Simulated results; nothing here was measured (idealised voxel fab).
Process module name: voxel released beams
Square cells of 5 nm make up the cross-section cut, whose width is 160 nm.
If you're reading a cross-section in this doc, picture square cells in a grid; it comes to you as bands, top ones listed first down to the bottom, and a band can be one or more rows of cells. Look at the band entry: it leads with the top's height and the bottom's height in nm. Then it lists the materials left to right, with a width in nm for each. The word "throughout" on a single material says that material fills the band edge to edge. The word "blank" is empty space. Height datum 0, below which the as-received substrate wafer is one material. Lowest band open at the bottom, running downward: "0..down". With a width like "30..40", each row of cells in the band differs from the next by the same amount, the top row carrying the first number and the bottom row the second. "same as before" for a step: no cell of the cross-section changed in that step. "Non-vented voids" enumerates empty spaces isolated from the top, with no open way to it, that contain at least 8 cells, giving each as width x height at distance from the left edge, all three in nm. Read whatever lies past the settings on a step's line as the simulator's own remark about the step. overlay nm: where the mask lay relative to plan, measured to the right, on steps with a mask; negatives go left.
Steps planned for the process
1 RECEIVE,material Si
2 CONFORMAL_DEP,material Al2O3,thk nm 5
3 DIRECTIONAL_DEP,material SiO2,thk nm 10
4 DIRECTIONAL_DEP,material aC,thk nm 15
5 PATTERN,tone open,mask id ANCHOR,material resist,width nm 25,thk nm 30,overlay nm 0
6 DIRECTIONAL_ETCH,etch materials aC,depth nm 15
7 STRIP,etch materials resist
8 DIRECTIONAL_ETCH,etch materials SiO2,depth nm 10
9 STRIP,etch materials aC
10 CONFORMAL_DEP,material polySi,thk nm 10
11 DIRECTIONAL_DEP,material aC,thk nm 10
12 PATTERN,tone cover,mask id BEAM,material resist,width nm 85,thk nm 25,overlay nm 0
13 DIRECTIONAL_ETCH,etch materials aC,depth nm 10
14 STRIP,etch materials resist
15 DIRECTIONAL_ETCH,etch materials polySi,depth nm 10
16 STRIP,etch materials aC
17 STRIP,etch materials SiO2
First of two wafers, with the run carried out as planned
Cross-sectional view of the wafer in its as-received condition, corresponding to the state after step 1
* 0..down | Si throughout
* Non-vented voids: none
Cross-section of the wafer subsequent to step 2
* 5..0 | Al2O3 throughout
* Below a height of 0, the structure has not been altered.
Cross-section of the wafer subsequent to step 3
* 15..5 | SiO2 throughout
* Below a height of 5, the structure has not been altered.
Cross-section of the wafer subsequent to step 4
* 30..15 | aC throughout
* Below a height of 15, the structure has not been altered.
Cross-section of the wafer subsequent to step 5
* 60..30 | resist: 40, then blank: 25, then resist: 95
* Below a height of 30, the structure has not been altered.
Cross-section of the wafer subsequent to step 6
* 45..30 | resist: 40, then blank: 25, then resist: 95
* 30..15 | aC: 40, then blank: 25, then aC: 95
* Below a height of 15, the structure has not been altered.
Cross-section of the wafer subsequent to step 7
* 30..15 | aC: 40, then blank: 25, then aC: 95
* Below a height of 15, the structure has not been altered.
Cross-section of the wafer subsequent to step 8
* 30..15 | aC: 40, then blank: 25, then aC: 95
* 15..5 | SiO2: 40, then blank: 25, then SiO2: 95
* Below a height of 5, the structure has not been altered.
Cross-section of the wafer subsequent to step 9
* 15..5 | SiO2: 40, then blank: 25, then SiO2: 95
* Below a height of 5, the structure has not been altered.
Cross-section of the wafer subsequent to step 10
* 25..15 | polySi: 50, then blank: 5, then polySi: 105
* 15..5 | SiO2: 40, then polySi: 25, then SiO2: 95
* Below a height of 5, the structure has not been altered.
Cross-section of the wafer subsequent to step 11
* 35..25 | aC: 50, then blank: 5, then aC: 105
* 25..15 | polySi: 50, then aC: 5, then polySi: 105
* Below a height of 15, the structure has not been altered.
Cross-section of the wafer subsequent to step 12
* 60..35 | blank: 35, then resist: 85, then blank: 40
* 35..25 | aC: 50, then resist: 5, then aC: 105
* Below a height of 25, the structure has not been altered.
Cross-section of the wafer subsequent to step 13
* 50..35 | blank: 35, then resist: 85, then blank: 40
* 35..25 | blank: 35, then aC: 15, then resist: 5, then aC: 65, then blank: 40
* Below a height of 25, the structure has not been altered.
Cross-section of the wafer subsequent to step 14
* 35..25 | blank: 35, then aC: 15, then blank: 5, then aC: 65, then blank: 40
* Below a height of 25, the structure has not been altered.
Cross-section of the wafer subsequent to step 15
* 35..25 | blank: 35, then aC: 15, then blank: 5, then aC: 65, then blank: 40
* 25..15 | blank: 35, then polySi: 15, then aC: 5, then polySi: 65, then blank: 40
* Below a height of 15, the structure has not been altered.
Cross-section of the wafer subsequent to step 16
* 25..15 | blank: 35, then polySi: 15, then blank: 5, then polySi: 65, then blank: 40
* Below a height of 15, the structure has not been altered.
Cross-section of the wafer subsequent to step 17
* 25..15 | blank: 35, then polySi: 15, then blank: 5, then polySi: 65, then blank: 40
* 15..5 | blank: 40, then polySi: 25, then blank: 95
* Below a height of 5, the structure has not been altered.
The second wafer: identical to the first at the outset and in its planned sequence, differing only in that one mistake was made during processing; up to and including step 1, its path is the first wafer's path
Second wafer, cross-section, planned end of step 2: same as before
Second wafer, cross-section, planned end of step 3
* 10..0 | SiO2 throughout
* Below a height of 0, the structure has not been altered.
Second wafer, cross-section, planned end of step 4
* 25..10 | aC throughout
* Below a height of 10, the structure has not been altered.
Second wafer, cross-section, planned end of step 5
* 55..25 | resist: 40, then blank: 25, then resist: 95
* Below a height of 25, the structure has not been altered.
Second wafer, cross-section, planned end of step 6
* 40..25 | resist: 40, then blank: 25, then resist: 95
* 25..10 | aC: 40, then blank: 25, then aC: 95
* Below a height of 10, the structure has not been altered.
Second wafer, cross-section, planned end of step 7
* 25..10 | aC: 40, then blank: 25, then aC: 95
* Below a height of 10, the structure has not been altered.
Second wafer, cross-section, planned end of step 8
* 25..10 | aC: 40, then blank: 25, then aC: 95
* 10..0 | SiO2: 40, then blank: 25, then SiO2: 95
* Below a height of 0, the structure has not been altered.
Second wafer, cross-section, planned end of step 9
* 10..0 | SiO2: 40, then blank: 25, then SiO2: 95
* Below a height of 0, the structure has not been altered.
Second wafer, cross-section, planned end of step 10
* 20..10 | polySi: 50, then blank: 5, then polySi: 105
* 10..0 | SiO2: 40, then polySi: 25, then SiO2: 95
* Below a height of 0, the structure has not been altered.
Second wafer, cross-section, planned end of step 11
* 30..20 | aC: 50, then blank: 5, then aC: 105
* 20..10 | polySi: 50, then aC: 5, then polySi: 105
* Below a height of 10, the structure has not been altered.
Second wafer, cross-section, planned end of step 12
* 55..30 | blank: 35, then resist: 85, then blank: 40
* 30..20 | aC: 50, then resist: 5, then aC: 105
* Below a height of 20, the structure has not been altered.
Second wafer, cross-section, planned end of step 13
* 45..30 | blank: 35, then resist: 85, then blank: 40
* 30..20 | blank: 35, then aC: 15, then resist: 5, then aC: 65, then blank: 40
* Below a height of 20, the structure has not been altered.
Second wafer, cross-section, planned end of step 14
* 30..20 | blank: 35, then aC: 15, then blank: 5, then aC: 65, then blank: 40
* Below a height of 20, the structure has not been altered.
Second wafer, cross-section, planned end of step 15
* 30..20 | blank: 35, then aC: 15, then blank: 5, then aC: 65, then blank: 40
* 20..10 | blank: 35, then polySi: 15, then aC: 5, then polySi: 65, then blank: 40
* Below a height of 10, the structure has not been altered.
Second wafer, cross-section, planned end of step 16
* 20..10 | blank: 35, then polySi: 15, then blank: 5, then polySi: 65, then blank: 40
* Below a height of 10, the structure has not been altered.
Second wafer, cross-section, planned end of step 17
* 20..10 | blank: 35, then polySi: 15, then blank: 5, then polySi: 65, then blank: 40
* 10..0 | blank: 40, then polySi: 25, then blank: 95
* Below a height of 0, the structure has not been altered.
Against the plan, the run slipped here: step 2 of the plan got skipped, so it never ran
Final tally in cells, some materials are higher or lower on the second wafer than on the first: 32 fewer of Al2O3
